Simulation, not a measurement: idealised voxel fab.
process module | voxel local oxidation
cross-section cut | 295 nm wide | cells 5 nm
A cross-section is a grid of square cells, given in bands from the top down. A band is one or more rows of cells.
Each band's line starts with the height of the band's top and of its bottom, in nm. Then come its materials from left to right, each with its width in nm. One material with "throughout" fills the band from edge to edge. "air" is empty space.
Height 0 is the level under which the wafer as received is all one material. The lowest band goes on downwards, as in "0 down".
A width such as "30 to 40" changes by the same amount from each row of cells to the next, from the band's top row to its bottom row.
"no change" after a step means that no cell of the cross-section changed.
closed voids: empty space of 8 cells or more with no open way to the top, each as width x height at its distance from the left edge, in nm
after a step's settings: what the simulator itself notes on the step
overlay nm, on a step with a mask: how far to the right of its planned place the mask lay; to the left if negative
plan
1 op RECEIVE | material Si
2 op CONFORMAL_DEP | material SiO2 | thk nm 5
3 op CONFORMAL_DEP | material SiN | thk nm 15
4 op MASKED_ETCH | tone cover | mask id ACTIVE | width nm 100 | etch materials SiN | depth nm 15 | overlay nm 0
5 op SELECTIVE_ETCH | etch materials SiO2 | depth nm 5
6 op OXIDIZE | depth nm 10
7 op STRIP | etch materials SiN
as received, after step 1
  0 down: Si throughout
  closed voids: none
first wafer at the end, as planned
  5 to 0: air 100 | SiO2 90 | air 105
  0 to -10: SiO2 110 | Si 70 | SiO2 115
  -10 down: Si throughout
  closed voids: none
second wafer at the end: like start, like plan, one mistake
  5 to 0: air 105 | SiO2 85 | air 105
  0 to -10: SiO2 115 | Si 65 | SiO2 115
  -10 down: Si throughout
  closed voids: none
what went wrong: step 4 ran as: op MASKED_ETCH | tone cover | mask id ACTIVE | width nm 95 | etch materials SiN | depth nm 15 | overlay nm 0
at the end the second wafer has, in cells: 2 fewer of Si | 1 more of SiO2
